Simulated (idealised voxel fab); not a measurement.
process module | voxel wiring stack
cross-section cut | 215 nm wide | cells 5 nm
A cross-section is a grid of square cells, given in bands from the top down. A band is one or more rows of cells.
Each band's line starts with the height of the band's top and of its bottom, in nm. Then come its materials from left to right, each with its width in nm. One material with "throughout" fills the band from edge to edge. "air" is empty space.
Height 0 is the level under which the wafer as received is all one material. The lowest band goes on downwards, as in "0 down".
A width such as "30 to 40" changes by the same amount from each row of cells to the next, from the band's top row to its bottom row.
"no change" after a step means that no cell of the cross-section changed.
closed voids: empty space of 8 cells or more with no open way to the top, each as width x height at its distance from the left edge, in nm
after a step's settings: what the simulator itself notes on the step
overlay nm, on a step with a mask: how far to the right of its planned place the mask lay; to the left if negative
plan
1 op RECEIVE | material Si
2 op CONFORMAL_DEP | material SiO2 | thk nm 10
3 op DIRECTIONAL_DEP | material TiN | thk nm 5
4 op DIRECTIONAL_DEP | material Ru | thk nm 15
5 op MASKED_ETCH | tone cover | mask id METAL_1 | width nm 25 | pitch nm 50 | etch materials Ru | depth nm 15 | overlay nm 0
6 op MASKED_ETCH | tone cover | mask id METAL_1 | width nm 25 | pitch nm 50 | etch materials TiN | depth nm 5 | overlay nm 0
7 op FILL_DEP | material lowk | thk nm 5
8 op CMP | height nm 30
9 op CONFORMAL_DEP | material SiCN | thk nm 5
10 op DIRECTIONAL_DEP | material SiO2 | thk nm 15
11 op PATTERN | tone open | mask id PLUG_1 | material resist | width nm 15 | thk nm 15 | overlay nm 0
12 op DIRECTIONAL_ETCH | etch materials SiO2 | depth nm 15
13 op DIRECTIONAL_ETCH | etch materials SiCN | depth nm 5
14 op STRIP | etch materials resist
15 op EPI | material Ru | thk nm 10
16 op EPI | material Ru | thk nm 10
17 op DIRECTIONAL_DEP | material TiN | thk nm 5
18 op DIRECTIONAL_DEP | material Ru | thk nm 20
19 op DIRECTIONAL_DEP | material aC | thk nm 15
20 op PATTERN | tone cover | mask id METAL_2 | material resist | width nm 25 | pitch nm 50 | thk nm 35 | overlay nm 0
21 op DIRECTIONAL_ETCH | etch materials aC | depth nm 15
22 op STRIP | etch materials resist
23 op DIRECTIONAL_ETCH | etch materials Ru | depth nm 20
24 op DIRECTIONAL_ETCH | etch materials TiN | depth nm 5
25 op STRIP | etch materials aC
26 op CONFORMAL_DEP | material SiN | thk nm 5
27 op FILL_DEP | material SiO2 | thk nm 5
28 op CMP | height nm 75
29 op CONFORMAL_DEP | material SiCN | thk nm 5
30 op DIRECTIONAL_DEP | material lowk | thk nm 10
31 op MASKED_ETCH | tone open | mask id PLUG_2 | width nm 15 | pitch nm 50 | etch materials lowk | depth nm 10 | overlay nm 0
32 op MASKED_ETCH | tone open | mask id PLUG_2 | width nm 15 | pitch nm 50 | etch materials SiCN | depth nm 5 | overlay nm 0
33 op CONFORMAL_DEP | material TiN | thk nm 5
34 op FILL_DEP | material Ru | thk nm 10
35 op CMP | height nm 90
36 op CONFORMAL_DEP | material SiCN | thk nm 5
37 op DIRECTIONAL_DEP | material SiO2 | thk nm 20
38 op PATTERN | tone open | mask id METAL_3 | material resist | width nm 25 | pitch nm 50 | thk nm 15 | overlay nm 0
39 op DIRECTIONAL_ETCH | etch materials SiO2 | depth nm 20
40 op DIRECTIONAL_ETCH | etch materials SiCN | depth nm 5
41 op STRIP | etch materials resist
42 op CONFORMAL_DEP | material TiN | thk nm 5
43 op FILL_DEP | material W | thk nm 10
44 op CMP | height nm 115
45 op EPI | material Ru | thk nm 5
46 op FILL_DEP | material SiCN | thk nm 5
47 op DIRECTIONAL_DEP | material lowk | thk nm 30
48 op DIRECTIONAL_DEP | material aC | thk nm 10
49 op PATTERN | tone open | mask id METAL_4_HOLES | material resist | width nm 15 | thk nm 30 | overlay nm 0
50 op DIRECTIONAL_ETCH | etch materials aC | depth nm 10
51 op STRIP | etch materials resist
52 op DIRECTIONAL_ETCH | etch materials lowk | depth nm 30
53 op STRIP | etch materials aC
54 op DIRECTIONAL_DEP | material aC | thk nm 10
55 op PATTERN | tone open | mask id METAL_4 | material resist | width nm 25 | pitch nm 50 | thk nm 25 | overlay nm 0
56 op DIRECTIONAL_ETCH | etch materials aC | depth nm 10
57 op STRIP | etch materials resist
58 op DIRECTIONAL_ETCH | etch materials lowk | depth nm 15
59 op DIRECTIONAL_ETCH | etch materials SiCN | depth nm 5
60 op STRIP | etch materials aC
61 op CONFORMAL_DEP | material TiN | thk nm 5
62 op FILL_DEP | material Cu | thk nm 5
63 op CMP | height nm 155
64 op CONFORMAL_DEP | material SiN | thk nm 5
as received, after step 1
  0 down: Si throughout
  closed voids: none
first wafer at the end, as planned
  160 to 155: SiN throughout
  155 to 145: lowk 70 | TiN 5 | Cu 15 | TiN 5 | lowk 25 | TiN 5 | Cu 15 | TiN 5 | lowk 70
  145 to 140: lowk 70 | TiN 5 | Cu 5 | TiN 15 | lowk 25 | TiN 25 | lowk 70
  140 to 125: lowk 70 | TiN 5 | Cu 5 | TiN 5 | lowk 130
  125 to 120: SiCN 70 | TiN 15 | SiCN 130
  120 to 115: SiCN 65 | Ru 35 | SiCN 15 | Ru 35 | SiCN 65
  115 to 95: SiO2 70 | TiN 5 | W 15 | TiN 5 | SiO2 25 | TiN 5 | W 15 | TiN 5 | SiO2 70
  95 to 90: SiCN 70 | TiN 25 | SiCN 25 | TiN 25 | SiCN 70
  90 to 80: lowk 70 | TiN 5 | Ru 5 | TiN 5 | lowk 35 | TiN 5 | Ru 5 | TiN 5 | lowk 80
  80 to 75: SiCN 70 | TiN 15 | SiCN 35 | TiN 15 | SiCN 80
  75 to 55: SiO2 65 | SiN 5 | Ru 25 | SiN 5 | SiO2 15 | SiN 5 | Ru 25 | SiN 5 | SiO2 65
  55 to 50: SiN 70 | TiN 25 | SiN 25 | TiN 25 | SiN 70
  50 to 35: SiO2 70 | Ru 15 | SiO2 130
  35 to 30: SiCN 70 | Ru 15 | SiCN 130
  30 to 15: lowk 70 | Ru 25 | lowk 25 | Ru 25 | lowk 70
  15 to 10: lowk 70 | TiN 25 | lowk 25 | TiN 25 | lowk 70
  10 to 0: SiO2 throughout
  0 down: Si throughout
  closed voids: none
second wafer at the end: like start, like plan, one mistake
  160 to 155: SiN throughout
  155 to 145: lowk 70 | TiN 5 | Cu 15 | TiN 5 | lowk 25 | TiN 5 | Cu 15 | TiN 5 | lowk 70
  145 to 140: lowk 70 | TiN 5 | Cu 5 | TiN 15 | lowk 25 | TiN 25 | lowk 70
  140 to 125: lowk 70 | TiN 5 | Cu 5 | TiN 5 | lowk 130
  125 to 120: SiCN 70 | TiN 15 | SiCN 130
  120 to 115: SiCN 65 | Ru 35 | SiCN 15 | Ru 35 | SiCN 65
  115 to 95: SiO2 70 | TiN 5 | W 15 | TiN 5 | SiO2 25 | TiN 5 | W 15 | TiN 5 | SiO2 70
  95 to 90: SiCN 70 | TiN 25 | SiCN 25 | TiN 25 | SiCN 70
  90 to 80: lowk 70 | TiN 5 | Ru 5 | TiN 5 | lowk 35 | TiN 5 | Ru 5 | TiN 5 | lowk 80
  80 to 75: SiCN 70 | TiN 15 | SiCN 35 | TiN 15 | SiCN 80
  75 to 55: SiCN throughout
  55 to 50: TiN throughout
  50 to 35: SiO2 70 | Ru 15 | SiO2 130
  35 to 30: SiCN 70 | Ru 15 | SiCN 130
  30 to 15: lowk 70 | Ru 25 | lowk 25 | Ru 25 | lowk 70
  15 to 10: lowk 70 | TiN 25 | lowk 25 | TiN 25 | lowk 70
  10 to 0: SiO2 throughout
  0 down: Si throughout
  closed voids: none
what went wrong: step 18 ran as: op DIRECTIONAL_DEP | material SiCN | thk nm 20
at the end the second wafer has, in cells: 40 fewer of Ru | 172 more of SiCN | 49 fewer of SiN | 116 fewer of SiO2 | 33 more of TiN
